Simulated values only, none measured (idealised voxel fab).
Process module in this document: voxel self aligned vias
235 nm wide, 5 nm square cells: that's cross-section cut.
Cross-section, as written here: a square-cell grid given band by band from the top down, where a band holds one or more rows of cells.
Band: top height; bottom height; in nm. Then, left to right: material with width in nm, for each material. "all across": a single material spanning edge to edge. "blank": empty space.
Beneath 0, the wafer as received is one material, and that level is where height counting begins. The lowest band goes on downward without a bottom; it is written like "0 -> down".
The notation "30->40" denotes a width that varies across the rows of cells in the band, beginning at the first number in the top row, finishing at the second number in the bottom row, and changing by an identical amount from each row to the next.
Key: "no alterations made" - step with no changed cell in the cross-section.
"Fully sealed voids" means: voids of 8 cells or more that are shut off from the top with no open way through. Written width x height at distance, distance from the left edge, in nm.
It should be noted that, on the line of a given step, the content following the step's settings is a remark produced by the simulator itself with respect to that step.
overlay nm: how far to the right of its planned place the mask lay on this masked step (negative: to the left).
Pairs follow: section before one process step, section after it down to the lowest changed band, step with settings underneath. Pairs may come from different runs of this module on the same starting wafer; continuity with the pair above only as stated in the "Before the step" entry.
BEFORE THE STEP
> 55 -> 35  resist=50; blank=15; resist=45; blank=15; resist=45; blank=15; resist=50
> 35 -> 15  lowk=50; blank=15; lowk=45; blank=15; lowk=45; blank=15; lowk=50
> 15 -> 10  SiCN all across
> 10 -> 0  SiO2 all across
> 0 -> down  Si all across
> Fully sealed voids: none
POST-STEP APPEARANCE
> 35 -> 15  lowk=50; blank=15; lowk=45; blank=15; lowk=45; blank=15; lowk=50
> Below 15 it's all the same as before, nothing changed down there.
> Fully sealed voids: none
The transition between the preceding cross-sections is accomplished by STRIP, etch materials resist
Before the step: = after-state of the pair above.
POST-STEP APPEARANCE
> 40 -> 35  TiN=55; blank=5; TiN=55; blank=5; TiN=55; blank=5; TiN=55
> 35 -> 20  lowk=50; TiN=5; blank=5; TiN=5; lowk=45; TiN=5; blank=5; TiN=5; lowk=45; TiN=5; blank=5; TiN=5; lowk=50
> 20 -> 15  lowk=50; TiN=15; lowk=45; TiN=15; lowk=45; TiN=15; lowk=50
> Below 15 it's all the same as before, nothing changed down there.
> Fully sealed voids: none
The transition between the preceding cross-sections is accomplished by CONFORMAL_DEP, material TiN, thk nm 5
Before the step: = after-state of the pair above.
POST-STEP APPEARANCE
> 45 -> 40  W all across
> 40 -> 35  TiN=55; W=5; TiN=55; W=5; TiN=55; W=5; TiN=55
> 35 -> 20  lowk=50; TiN=5; W=5; TiN=5; lowk=45; TiN=5; W=5; TiN=5; lowk=45; TiN=5; W=5; TiN=5; lowk=50
> Below 20 it's all the same as before, nothing changed down there.
> Fully sealed voids: none
The transition between the preceding cross-sections is accomplished by FILL_DEP, material W, thk nm 5
Before the step: = after-state of the pair above.
POST-STEP APPEARANCE
> 35 -> 20  lowk=50; TiN=5; W=5; TiN=5; lowk=45; TiN=5; W=5; TiN=5; lowk=45; TiN=5; W=5; TiN=5; lowk=50
> Below 20 it's all the same as before, nothing changed down there.
> Fully sealed voids: none
The transition between the preceding cross-sections is accomplished by CMP, height nm 35
Before the step: = after-state of the pair above.
POST-STEP APPEARANCE
> 35 -> 25  lowk=50; blank=15; lowk=45; blank=15; lowk=45; blank=15; lowk=50
> Below 25 it's all the same as before, nothing changed down there.
> Fully sealed voids: none
The transition between the preceding cross-sections is accomplished by SELECTIVE_ETCH, etch materials W Ru TiN, depth nm 10
Before the step: = after-state of the pair above.
POST-STEP APPEARANCE
> 45 -> 35  SiN all across
> 35 -> 25  lowk=50; SiN=15; lowk=45; SiN=15; lowk=45; SiN=15; lowk=50
> Below 25 it's all the same as before, nothing changed down there.
> Fully sealed voids: none
The transition between the preceding cross-sections is accomplished by FILL_DEP, material SiN, thk nm 10
Before the step: = after-state of the pair above.
POST-STEP APPEARANCE
> 35 -> 25  lowk=50; SiN=15; lowk=45; SiN=15; lowk=45; SiN=15; lowk=50
> Below 25 it's all the same as before, nothing changed down there.
> Fully sealed voids: none
The transition between the preceding cross-sections is accomplished by CMP, height nm 35
Before the step: = after-state of the pair above.
POST-STEP APPEARANCE
> 50 -> 35  lowk all across
> Below 35 it's all the same as before, nothing changed down there.
> Fully sealed voids: none
The transition between the preceding cross-sections is accomplished by DIRECTIONAL_DEP, material lowk, thk nm 15
Before the step: = after-state of the pair above.
POST-STEP APPEARANCE
> 70 -> 50  resist=35; blank=40; resist=20; blank=40; resist=20; blank=40; resist=40
> Below 50 it's all the same as before, nothing changed down there.
> Fully sealed voids: none
The transition between the preceding cross-sections is accomplished by PATTERN, tone open, mask id VIAS, material resist, width nm 40, pitch nm 60, thk nm 20, overlay nm 0
Before the step: = after-state of the pair above.
POST-STEP APPEARANCE
> 70 -> 50  resist=35; blank=40; resist=20; blank=40; resist=20; blank=40; resist=40
> 50 -> 35  lowk=35; blank=40; lowk=20; blank=40; lowk=20; blank=40; lowk=40
> Below 35 it's all the same as before, nothing changed down there.
> Fully sealed voids: none
The transition between the preceding cross-sections is accomplished by DIRECTIONAL_ETCH, etch materials lowk, depth nm 15
Before the step: = after-state of the pair above.
POST-STEP APPEARANCE
> 70 -> 50  resist=35; blank=40; resist=20; blank=40; resist=20; blank=40; resist=40
> 50 -> 35  lowk=35; blank=40; lowk=20; blank=40; lowk=20; blank=40; lowk=40
> 35 -> 25  lowk=50; blank=15; lowk=45; blank=15; lowk=45; blank=15; lowk=50
> Below 25 it's all the same as before, nothing changed down there.
> Fully sealed voids: none
The transition between the preceding cross-sections is accomplished by DIRECTIONAL_ETCH, etch materials SiN, depth nm 10
Before the step: = after-state of the pair above.
POST-STEP APPEARANCE
> 50 -> 35  lowk=35; blank=40; lowk=20; blank=40; lowk=20; blank=40; lowk=40
> Below 35 it's all the same as before, nothing changed down there.
> Fully sealed voids: none
The transition between the preceding cross-sections is accomplished by STRIP, etch materials resist
Before the step: = after-state of the pair above.
POST-STEP APPEARANCE
> 55 -> 50  TiN=40; blank=30; TiN=30; blank=30; TiN=30; blank=30; TiN=45
> 50 -> 40  lowk=35; TiN=5; blank=30; TiN=5; lowk=20; TiN=5; blank=30; TiN=5; lowk=20; TiN=5; blank=30; TiN=5; lowk=40
> 40 -> 30  lowk=35->50; TiN=20->5; blank=5; TiN=15->5; lowk=20->45; TiN=20->5; blank=5; TiN=15->5; lowk=20->45; TiN=20->5; blank=5; TiN=15->5; lowk=40->50
> 30 -> 25  lowk=50; TiN=15; lowk=45; TiN=15; lowk=45; TiN=15; lowk=50
> Below 25 it's all the same as before, nothing changed down there.
> Fully sealed voids: none
The transition between the preceding cross-sections is accomplished by CONFORMAL_DEP, material TiN, thk nm 5
Before the step: = after-state of the pair above.
POST-STEP APPEARANCE
> 60 -> 55  W all across
> 55 -> 50  TiN=40; W=30; TiN=30; W=30; TiN=30; W=30; TiN=45
> 50 -> 40  lowk=35; TiN=5; W=30; TiN=5; lowk=20; TiN=5; W=30; TiN=5; lowk=20; TiN=5; W=30; TiN=5; lowk=40
> 40 -> 30  lowk=35->50; TiN=20->5; W=5; TiN=15->5; lowk=20->45; TiN=20->5; W=5; TiN=15->5; lowk=20->45; TiN=20->5; W=5; TiN=15->5; lowk=40->50
> Below 30 it's all the same as before, nothing changed down there.
> Fully sealed voids: none
The transition between the preceding cross-sections is accomplished by FILL_DEP, material W, thk nm 5
Before the step: = after-state of the pair above.
POST-STEP APPEARANCE
> 50 -> 40  lowk=35; TiN=5; W=30; TiN=5; lowk=20; TiN=5; W=30; TiN=5; lowk=20; TiN=5; W=30; TiN=5; lowk=40
> Below 40 it's all the same as before, nothing changed down there.
> Fully sealed voids: none
The transition between the preceding cross-sections is accomplished by CMP, height nm 50
Before the step: = after-state of the pair above.
POST-STEP APPEARANCE
> 55 -> 50  SiCN all across
> Below 50 it's all the same as before, nothing changed down there.
> Fully sealed voids: none
The transition between the preceding cross-sections is accomplished by CONFORMAL_DEP, material SiCN, thk nm 5
BEFORE THE STEP
> 35 -> 15  lowk all across
> 15 -> 10  SiCN all across
> 10 -> 0  SiO2 all across
> 0 -> down  Si all across
> Fully sealed voids: none
POST-STEP APPEARANCE
> 55 -> 35  resist=55; blank=20; resist=40; blank=20; resist=40; blank=20; resist=40
> Below 35 it's all the same as before, nothing changed down there.
> Fully sealed voids: none
The transition between the preceding cross-sections is accomplished by PATTERN, tone open, mask id LINES, material resist, width nm 20, pitch nm 60, thk nm 20, overlay nm 10
Before the step: = after-state of the pair above.
POST-STEP APPEARANCE
> 55 -> 35  resist=55; blank=20; resist=40; blank=20; resist=40; blank=20; resist=40
> 35 -> 15  lowk=55; blank=20; lowk=40; blank=20; lowk=40; blank=20; lowk=40
> Below 15 it's all the same as before, nothing changed down there.
> Fully sealed voids: none
The transition between the preceding cross-sections is accomplished by DIRECTIONAL_ETCH, etch materials lowk, depth nm 20
Before the step: = after-state of the pair above.
POST-STEP APPEARANCE
> 35 -> 15  lowk=55; blank=20; lowk=40; blank=20; lowk=40; blank=20; lowk=40
> Below 15 it's all the same as before, nothing changed down there.
> Fully sealed voids: none
The transition between the preceding cross-sections is accomplished by STRIP, etch materials resist
Before the step: = after-state of the pair above.
POST-STEP APPEARANCE
> 40 -> 35  TiN=60; blank=10; TiN=50; blank=10; TiN=50; blank=10; TiN=45
> 35 -> 20  lowk=55; TiN=5; blank=10; TiN=5; lowk=40; TiN=5; blank=10; TiN=5; lowk=40; TiN=5; blank=10; TiN=5; lowk=40
> 20 -> 15  lowk=55; TiN=20; lowk=40; TiN=20; lowk=40; TiN=20; lowk=40
> Below 15 it's all the same as before, nothing changed down there.
> Fully sealed voids: none
The transition between the preceding cross-sections is accomplished by CONFORMAL_DEP, material TiN, thk nm 5
Before the step: = after-state of the pair above.
POST-STEP APPEARANCE
> 45 -> 40  W all across
> 40 -> 35  TiN=60; W=10; TiN=50; W=10; TiN=50; W=10; TiN=45
> 35 -> 20  lowk=55; TiN=5; W=10; TiN=5; lowk=40; TiN=5; W=10; TiN=5; lowk=40; TiN=5; W=10; TiN=5; lowk=40
> Below 20 it's all the same as before, nothing changed down there.
> Fully sealed voids: none
The transition between the preceding cross-sections is accomplished by FILL_DEP, material W, thk nm 5
Before the step: = after-state of the pair above.
POST-STEP APPEARANCE
> 35 -> 20  lowk=55; TiN=5; W=10; TiN=5; lowk=40; TiN=5; W=10; TiN=5; lowk=40; TiN=5; W=10; TiN=5; lowk=40
> Below 20 it's all the same as before, nothing changed down there.
> Fully sealed voids: none
The transition between the preceding cross-sections is accomplished by CMP, height nm 35
Before the step: = after-state of the pair above.
POST-STEP APPEARANCE
> 35 -> 25  lowk=55; blank=20; lowk=40; blank=20; lowk=40; blank=20; lowk=40
> Below 25 it's all the same as before, nothing changed down there.
> Fully sealed voids: none
The transition between the preceding cross-sections is accomplished by SELECTIVE_ETCH, etch materials W Ru TiN, depth nm 10
Before the step: = after-state of the pair above.
POST-STEP APPEARANCE
> 45 -> 35  SiN all across
> 35 -> 25  lowk=55; SiN=20; lowk=40; SiN=20; lowk=40; SiN=20; lowk=40
> Below 25 it's all the same as before, nothing changed down there.
> Fully sealed voids: none
The transition between the preceding cross-sections is accomplished by FILL_DEP, material SiN, thk nm 10
Before the step: = after-state of the pair above.
POST-STEP APPEARANCE
> 35 -> 25  lowk=55; SiN=20; lowk=40; SiN=20; lowk=40; SiN=20; lowk=40
> Below 25 it's all the same as before, nothing changed down there.
> Fully sealed voids: none
The transition between the preceding cross-sections is accomplished by CMP, height nm 35
Before the step: = after-state of the pair above.
POST-STEP APPEARANCE
> 50 -> 35  lowk all across
> Below 35 it's all the same as before, nothing changed down there.
> Fully sealed voids: none
The transition between the preceding cross-sections is accomplished by DIRECTIONAL_DEP, material lowk, thk nm 15
Before the step: = after-state of the pair above.
POST-STEP APPEARANCE
> 70 -> 50  resist=35; blank=40; resist=20; blank=40; resist=20; blank=40; resist=40
> Below 50 it's all the same as before, nothing changed down there.
> Fully sealed voids: none
The transition between the preceding cross-sections is accomplished by PATTERN, tone open, mask id VIAS, material resist, width nm 40, pitch nm 60, thk nm 20, overlay nm 0
Before the step: = after-state of the pair above.
POST-STEP APPEARANCE
> 70 -> 50  resist=35; blank=40; resist=20; blank=40; resist=20; blank=40; resist=40
> 50 -> 35  lowk=35; blank=40; lowk=20; blank=40; lowk=20; blank=40; lowk=40
> Below 35 it's all the same as before, nothing changed down there.
> Fully sealed voids: none
The transition between the preceding cross-sections is accomplished by DIRECTIONAL_ETCH, etch materials lowk, depth nm 15
Before the step: = after-state of the pair above.
POST-STEP APPEARANCE
> 70 -> 50  resist=35; blank=40; resist=20; blank=40; resist=20; blank=40; resist=40
> 50 -> 35  lowk=35; blank=40; lowk=20; blank=40; lowk=20; blank=40; lowk=40
> 35 -> 25  lowk=55; blank=20; lowk=40; blank=20; lowk=40; blank=20; lowk=40
> Below 25 it's all the same as before, nothing changed down there.
> Fully sealed voids: none
The transition between the preceding cross-sections is accomplished by DIRECTIONAL_ETCH, etch materials SiN, depth nm 10
Before the step: = after-state of the pair above.
POST-STEP APPEARANCE
> 50 -> 35  lowk=35; blank=40; lowk=20; blank=40; lowk=20; blank=40; lowk=40
> Below 35 it's all the same as before, nothing changed down there.
> Fully sealed voids: none
The transition between the preceding cross-sections is accomplished by STRIP, etch materials resist
Before the step: = after-state of the pair above.
POST-STEP APPEARANCE
> 55 -> 50  TiN=40; blank=30; TiN=30; blank=30; TiN=30; blank=30; TiN=45
> 50 -> 40  lowk=35; TiN=5; blank=30; TiN=5; lowk=20; TiN=5; blank=30; TiN=5; lowk=20; TiN=5; blank=30; TiN=5; lowk=40
> 40 -> 30  lowk=35->55; TiN=25->5; blank=10; TiN=5; lowk=20->40; TiN=25->5; blank=10; TiN=5; lowk=20->40; TiN=25->5; blank=10; TiN=5; lowk=40
> 30 -> 25  lowk=55; TiN=20; lowk=40; TiN=20; lowk=40; TiN=20; lowk=40
> Below 25 it's all the same as before, nothing changed down there.
> Fully sealed voids: none
The transition between the preceding cross-sections is accomplished by CONFORMAL_DEP, material TiN, thk nm 5
Before the step: = after-state of the pair above.
POST-STEP APPEARANCE
> 60 -> 55  W all across
> 55 -> 50  TiN=40; W=30; TiN=30; W=30; TiN=30; W=30; TiN=45
> 50 -> 40  lowk=35; TiN=5; W=30; TiN=5; lowk=20; TiN=5; W=30; TiN=5; lowk=20; TiN=5; W=30; TiN=5; lowk=40
> 40 -> 30  lowk=35->55; TiN=25->5; W=10; TiN=5; lowk=20->40; TiN=25->5; W=10; TiN=5; lowk=20->40; TiN=25->5; W=10; TiN=5; lowk=40
> Below 30 it's all the same as before, nothing changed down there.
> Fully sealed voids: none
The transition between the preceding cross-sections is accomplished by FILL_DEP, material W, thk nm 5
Before the step: = after-state of the pair above.
POST-STEP APPEARANCE
> 50 -> 40  lowk=35; TiN=5; W=30; TiN=5; lowk=20; TiN=5; W=30; TiN=5; lowk=20; TiN=5; W=30; TiN=5; lowk=40
> Below 40 it's all the same as before, nothing changed down there.
> Fully sealed voids: none
The transition between the preceding cross-sections is accomplished by CMP, height nm 50
Before the step: = after-state of the pair above.
POST-STEP APPEARANCE
> 55 -> 50  SiCN all across
> Below 50 it's all the same as before, nothing changed down there.
> Fully sealed voids: none
The transition between the preceding cross-sections is accomplished by CONFORMAL_DEP, material SiCN, thk nm 5
BEFORE THE STEP
> 35 -> 15  lowk=45; blank=20; lowk=40; blank=20; lowk=40; blank=20; lowk=50
> 15 -> 10  SiCN all across
> 10 -> 0  SiO2 all across
> 0 -> down  Si all across
> Fully sealed voids: none
POST-STEP APPEARANCE
> 40 -> 35  SiO2=50; blank=10; SiO2=50; blank=10; SiO2=50; blank=10; SiO2=55
> 35 -> 20  lowk=45; SiO2=5; blank=10; SiO2=5; lowk=40; SiO2=5; blank=10; SiO2=5; lowk=40; SiO2=5; blank=10; SiO2=5; lowk=50
> 20 -> 15  lowk=45; SiO2=20; lowk=40; SiO2=20; lowk=40; SiO2=20; lowk=50
> Below 15 it's all the same as before, nothing changed down there.
> Fully sealed voids: none
The transition between the preceding cross-sections is accomplished by CONFORMAL_DEP, material SiO2, thk nm 5
Before the step: = after-state of the pair above.
POST-STEP APPEARANCE
> 45 -> 40  W all across
> 40 -> 35  SiO2=50; W=10; SiO2=50; W=10; SiO2=50; W=10; SiO2=55
> 35 -> 20  lowk=45; SiO2=5; W=10; SiO2=5; lowk=40; SiO2=5; W=10; SiO2=5; lowk=40; SiO2=5; W=10; SiO2=5; lowk=50
> Below 20 it's all the same as before, nothing changed down there.
> Fully sealed voids: none
The transition between the preceding cross-sections is accomplished by FILL_DEP, material W, thk nm 5
Before the step: = after-state of the pair above.
POST-STEP APPEARANCE
> 35 -> 20  lowk=45; SiO2=5; W=10; SiO2=5; lowk=40; SiO2=5; W=10; SiO2=5; lowk=40; SiO2=5; W=10; SiO2=5; lowk=50
> Below 20 it's all the same as before, nothing changed down there.
> Fully sealed voids: none
The transition between the preceding cross-sections is accomplished by CMP, height nm 35
Before the step: = after-state of the pair above.
POST-STEP APPEARANCE
> 35 -> 25  lowk=45; SiO2=5; blank=10; SiO2=5; lowk=40; SiO2=5; blank=10; SiO2=5; lowk=40; SiO2=5; blank=10; SiO2=5; lowk=50
> Below 25 it's all the same as before, nothing changed down there.
> Fully sealed voids: none
The transition between the preceding cross-sections is accomplished by SELECTIVE_ETCH, etch materials W Ru TiN, depth nm 10
Before the step: = after-state of the pair above.
POST-STEP APPEARANCE
> 45 -> 35  SiN all across
> 35 -> 25  lowk=45; SiO2=5; SiN=10; SiO2=5; lowk=40; SiO2=5; SiN=10; SiO2=5; lowk=40; SiO2=5; SiN=10; SiO2=5; lowk=50
> Below 25 it's all the same as before, nothing changed down there.
> Fully sealed voids: none
The transition between the preceding cross-sections is accomplished by FILL_DEP, material SiN, thk nm 10
Before the step: = after-state of the pair above.
POST-STEP APPEARANCE
> 35 -> 25  lowk=45; SiO2=5; SiN=10; SiO2=5; lowk=40; SiO2=5; SiN=10; SiO2=5; lowk=40; SiO2=5; SiN=10; SiO2=5; lowk=50
> Below 25 it's all the same as before, nothing changed down there.
> Fully sealed voids: none
The transition between the preceding cross-sections is accomplished by CMP, height nm 35
Before the step: = after-state of the pair above.
POST-STEP APPEARANCE
> 50 -> 35  lowk all across
> Below 35 it's all the same as before, nothing changed down there.
> Fully sealed voids: none
The transition between the preceding cross-sections is accomplished by DIRECTIONAL_DEP, material lowk, thk nm 15
Before the step: = after-state of the pair above.
POST-STEP APPEARANCE
> 70 -> 50  resist=35; blank=40; resist=20; blank=40; resist=20; blank=40; resist=40
> Below 50 it's all the same as before, nothing changed down there.
> Fully sealed voids: none
The transition between the preceding cross-sections is accomplished by PATTERN, tone open, mask id VIAS, material resist, width nm 40, pitch nm 60, thk nm 20, overlay nm 0
Before the step: = after-state of the pair above.
POST-STEP APPEARANCE
> 70 -> 50  resist=35; blank=40; resist=20; blank=40; resist=20; blank=40; resist=40
> 50 -> 35  lowk=35; blank=40; lowk=20; blank=40; lowk=20; blank=40; lowk=40
> Below 35 it's all the same as before, nothing changed down there.
> Fully sealed voids: none
The transition between the preceding cross-sections is accomplished by DIRECTIONAL_ETCH, etch materials lowk, depth nm 15
Before the step: = after-state of the pair above.
POST-STEP APPEARANCE
> 70 -> 50  resist=35; blank=40; resist=20; blank=40; resist=20; blank=40; resist=40
> 50 -> 35  lowk=35; blank=40; lowk=20; blank=40; lowk=20; blank=40; lowk=40
> 35 -> 25  lowk=45; SiO2=5; blank=10; SiO2=5; lowk=40; SiO2=5; blank=10; SiO2=5; lowk=40; SiO2=5; blank=10; SiO2=5; lowk=50
> Below 25 it's all the same as before, nothing changed down there.
> Fully sealed voids: none
The transition between the preceding cross-sections is accomplished by DIRECTIONAL_ETCH, etch materials SiN, depth nm 10
Before the step: = after-state of the pair above.
POST-STEP APPEARANCE
> 50 -> 35  lowk=35; blank=40; lowk=20; blank=40; lowk=20; blank=40; lowk=40
> Below 35 it's all the same as before, nothing changed down there.
> Fully sealed voids: none
The transition between the preceding cross-sections is accomplished by STRIP, etch materials resist
Before the step: = after-state of the pair above.
POST-STEP APPEARANCE
> 55 -> 50  TiN=40; blank=30; TiN=30; blank=30; TiN=30; blank=30; TiN=45
> 50 -> 40  lowk=35; TiN=5; blank=30; TiN=5; lowk=20; TiN=5; blank=30; TiN=5; lowk=20; TiN=5; blank=30; TiN=5; lowk=40
> 40 -> 35  lowk=35; TiN=40; lowk=20; TiN=40; lowk=20; TiN=40; lowk=40
> 35 -> 25  lowk=45; SiO2=5; TiN=10; SiO2=5; lowk=40; SiO2=5; TiN=10; SiO2=5; lowk=40; SiO2=5; TiN=10; SiO2=5; lowk=50
> Below 25 it's all the same as before, nothing changed down there.
> Fully sealed voids: none
The transition between the preceding cross-sections is accomplished by CONFORMAL_DEP, material TiN, thk nm 5
Before the step: = after-state of the pair above.
POST-STEP APPEARANCE
> 60 -> 55  W all across
> 55 -> 50  TiN=40; W=30; TiN=30; W=30; TiN=30; W=30; TiN=45
> 50 -> 40  lowk=35; TiN=5; W=30; TiN=5; lowk=20; TiN=5; W=30; TiN=5; lowk=20; TiN=5; W=30; TiN=5; lowk=40
> Below 40 it's all the same as before, nothing changed down there.
> Fully sealed voids: none
The transition between the preceding cross-sections is accomplished by FILL_DEP, material W, thk nm 5
Before the step: = after-state of the pair above.
POST-STEP APPEARANCE
> 50 -> 40  lowk=35; TiN=5; W=30; TiN=5; lowk=20; TiN=5; W=30; TiN=5; lowk=20; TiN=5; W=30; TiN=5; lowk=40
> Below 40 it's all the same as before, nothing changed down there.
> Fully sealed voids: none
The transition between the preceding cross-sections is accomplished by CMP, height nm 50
Before the step: = after-state of the pair above.
POST-STEP APPEARANCE
> 55 -> 50  SiCN all across
> Below 50 it's all the same as before, nothing changed down there.
> Fully sealed voids: none
The transition between the preceding cross-sections is accomplished by CONFORMAL_DEP, material SiCN, thk nm 5
BEFORE THE STEP
> 50 -> 35  lowk all across
> 35 -> 25  lowk=45; SiN=20; lowk=40; SiN=20; lowk=40; SiN=20; lowk=50
> 25 -> 20  lowk=45; TiN=5; W=10; TiN=5; lowk=40; TiN=5; W=10; TiN=5; lowk=40; TiN=5; W=10; TiN=5; lowk=50
> 20 -> 15  lowk=45; TiN=20; lowk=40; TiN=20; lowk=40; TiN=20; lowk=50
> 15 -> 10  SiCN all across
> 10 -> 0  SiO2 all across
> 0 -> down  Si all across
> Fully sealed voids: none
POST-STEP APPEARANCE
> 70 -> 50  blank=35; resist=40; blank=20; resist=40; blank=20; resist=40; blank=40
> Below 50 it's all the same as before, nothing changed down there.
> Fully sealed voids: none
The transition between the preceding cross-sections is accomplished by PATTERN, tone cover, mask id VIAS, material resist, width nm 40, pitch nm 60, thk nm 20, overlay nm 0
Before the step: = after-state of the pair above.
POST-STEP APPEARANCE
> 70 -> 50  blank=35; resist=40; blank=20; resist=40; blank=20; resist=40; blank=40
> 50 -> 35  blank=35; lowk=40; blank=20; lowk=40; blank=20; lowk=40; blank=40
> Below 35 it's all the same as before, nothing changed down there.
> Fully sealed voids: none
The transition between the preceding cross-sections is accomplished by DIRECTIONAL_ETCH, etch materials lowk, depth nm 15
Before the step: = after-state of the pair above.
POST-STEP APPEARANCE
> 50 -> 35  blank=35; lowk=40; blank=20; lowk=40; blank=20; lowk=40; blank=40
> Below 35 it's all the same as before, nothing changed down there.
> Fully sealed voids: none
The transition between the preceding cross-sections is accomplished by STRIP, etch materials resist
Before the step: = after-state of the pair above.
POST-STEP APPEARANCE
> 55 -> 50  blank=30; TiN=50; blank=10; TiN=50; blank=10; TiN=50; blank=35
> 50 -> 40  blank=30; TiN=5; lowk=40; TiN=5; blank=10; TiN=5; lowk=40; TiN=5; blank=10; TiN=5; lowk=40; TiN=5; blank=35
> 40 -> 35  TiN=35; lowk=40; TiN=20; lowk=40; TiN=20; lowk=40; TiN=40
> Below 35 it's all the same as before, nothing changed down there.
> Fully sealed voids: none
The transition between the preceding cross-sections is accomplished by CONFORMAL_DEP, material TiN, thk nm 5
Before the step: = after-state of the pair above.
POST-STEP APPEARANCE
> 60 -> 55  W all across
> 55 -> 50  W=30; TiN=50; W=10; TiN=50; W=10; TiN=50; W=35
> 50 -> 40  W=30; TiN=5; lowk=40; TiN=5; W=10; TiN=5; lowk=40; TiN=5; W=10; TiN=5; lowk=40; TiN=5; W=35
> Below 40 it's all the same as before, nothing changed down there.
> Fully sealed voids: none
The transition between the preceding cross-sections is accomplished by FILL_DEP, material W, thk nm 5
Before the step: = after-state of the pair above.
POST-STEP APPEARANCE
> 50 -> 40  W=30; TiN=5; lowk=40; TiN=5; W=10; TiN=5; lowk=40; TiN=5; W=10; TiN=5; lowk=40; TiN=5; W=35
> Below 40 it's all the same as before, nothing changed down there.
> Fully sealed voids: none
The transition between the preceding cross-sections is accomplished by CMP, height nm 50
Before the step: = after-state of the pair above.
POST-STEP APPEARANCE
> 55 -> 50  SiCN all across
> Below 50 it's all the same as before, nothing changed down there.
> Fully sealed voids: none
The transition between the preceding cross-sections is accomplished by CONFORMAL_DEP, material SiCN, thk nm 5
